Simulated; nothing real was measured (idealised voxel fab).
Process module name: voxel gate over fins
We display cut, a cross-section 225 nm in width whose square cells are each 5 nm.
Throughout this document, each cross-section is represented as a grid of square cells and is presented as a sequence of bands enumerated from the top downward, where a band comprises one or more rows of cells. Within each band entry, the heights of the top and of the bottom of the band appear first, in that order and in nm; the materials of the band then follow from left to right, each with its corresponding width in nm. The designation "all across" on a single material indicates that it fills the band from edge to edge; the designation "air" indicates empty space. Heights from 0 (as-received wafer is one material below). Bottom band endless downward, as "0 and below". Top row gets the first number, bottom row gets the second, and each row in between changes by the same step: that is how a band width like "30->40" works. "no change occurred", as given for a step, is the statement that not any cell of the cross-section underwent a change during that step. If an empty space has no open way to the top and is at least 8 cells in size, "Trapped cavities" lists it, written width x height at distance, where distance is measured from the left edge and every value is in nm. Text after the settings on a step's line: the simulator's own remark on that step. You can add "overlay nm" to a step's line. For a step with a mask, it describes how far the mask lay to the right of its planned position, and a negative number describes a lay to the left.
### Process steps (planned)
| 1 | RECEIVE,material Si |
| 2 | CONFORMAL_DEP,material SiN,thk nm 10 |
| 3 | DIRECTIONAL_DEP,material aC,thk nm 15 |
| 4 | PATTERN,tone cover,mask id FINS,material resist,width nm 15,pitch nm 35,thk nm 30,overlay nm 0 |
| 5 | DIRECTIONAL_ETCH,etch materials aC,depth nm 15 |
| 6 | STRIP,etch materials resist |
| 7 | DIRECTIONAL_ETCH,etch materials SiN,depth nm 10 |
| 8 | DIRECTIONAL_ETCH,etch materials Si,depth nm 40 |
| 9 | STRIP,etch materials aC |
| 10 | OXIDIZE,depth nm 5 |
| 11 | FILL_DEP,material SiO2,thk nm 10 |
| 12 | CMP,height nm 10 |
| 13 | SELECTIVE_ETCH,etch materials SiO2,depth nm 20 |
| 14 | STRIP,etch materials SiN |
| 15 | CONFORMAL_DEP,material HfO2,thk nm 5 |
| 16 | CONFORMAL_DEP,material TiN,thk nm 5 |
| 17 | CONFORMAL_DEP,material TiAl,thk nm 5 |
| 18 | CONFORMAL_DEP,material TiN,thk nm 5 |
| 19 | FILL_DEP,material W,thk nm 10 |
| 20 | CMP,height nm 25 |
| 21 | CONFORMAL_DEP,material SiN,thk nm 10 |
### Cross-section: wafer on arrival = after step 1
> 0 and below | Si all across
> Trapped cavities: none
### First of two wafers, end-of-module section, run followed plan
> 35 down to 25 | SiN all across
> 25 down to 20 | W all across
> 20 down to 15 | 35 of W; 150 of TiN; 40 of W
> 15 down to 10 | 35 of W; 5 of TiN; 140 of TiAl; 5 of TiN; 40 of W
> 10 down to 5 | 40 of TiN; 5 of TiAl; 25 of TiN; 10 of TiAl; 25 of TiN; 10 of TiAl; 25 of TiN; 10 of TiAl; 25 of TiN; 5 of TiAl; 45 of TiN
> 5 down to 0 | 45 of TiAl; 5 of TiN; 15 of HfO2; 5 of TiN; 10 of TiAl; 5 of TiN; 15 of HfO2; 5 of TiN; 10 of TiAl; 5 of TiN; 15 of HfO2; 5 of TiN; 10 of TiAl; 5 of TiN; 15 of HfO2; 5 of TiN; 50 of TiAl
> 0 down to -5 | 50 of TiN; 5 of HfO2; 5 of Si; 5 of HfO2; 20 of TiN; 5 of HfO2; 5 of Si; 5 of HfO2; 20 of TiN; 5 of HfO2; 5 of Si; 5 of HfO2; 20 of TiN; 5 of HfO2; 5 of Si; 5 of HfO2; 55 of TiN
> -5 down to -10 | 55 of HfO2; 5 of Si; 30 of HfO2; 5 of Si; 30 of HfO2; 5 of Si; 30 of HfO2; 5 of Si; 60 of HfO2
> -10 down to -45 | 55 of SiO2; 5 of Si; 30 of SiO2; 5 of Si; 30 of SiO2; 5 of Si; 30 of SiO2; 5 of Si; 60 of SiO2
> -45 and below | Si all across
> Trapped cavities: none
### Cross-sectional image of the second wafer of the two following completion of the module. Starting state and process plan were the same as for the first wafer; one execution error occurred
> 35 down to 25 | SiN all across
> 25 down to 15 | W all across
> 15 down to 5 | 40 of W; 140 of TiN; 45 of W
> 5 down to 0 | 50 of TiN; 15 of HfO2; 20 of TiN; 15 of HfO2; 20 of TiN; 15 of HfO2; 20 of TiN; 15 of HfO2; 55 of TiN
> 0 down to -5 | 50 of TiN; 5 of HfO2; 5 of Si; 5 of HfO2; 20 of TiN; 5 of HfO2; 5 of Si; 5 of HfO2; 20 of TiN; 5 of HfO2; 5 of Si; 5 of HfO2; 20 of TiN; 5 of HfO2; 5 of Si; 5 of HfO2; 55 of TiN
> -5 down to -10 | 55 of HfO2; 5 of Si; 30 of HfO2; 5 of Si; 30 of HfO2; 5 of Si; 30 of HfO2; 5 of Si; 60 of HfO2
> -10 down to -45 | 55 of SiO2; 5 of Si; 30 of SiO2; 5 of Si; 30 of SiO2; 5 of Si; 30 of SiO2; 5 of Si; 60 of SiO2
> -45 and below | Si all across
> Trapped cavities: none
Deviation from plan: step 17 was dropped from the plan's execution and never run
Count the cells at the end and the second wafer has more or fewer of some materials than the first: -61 TiAl | +12 TiN | +49 W
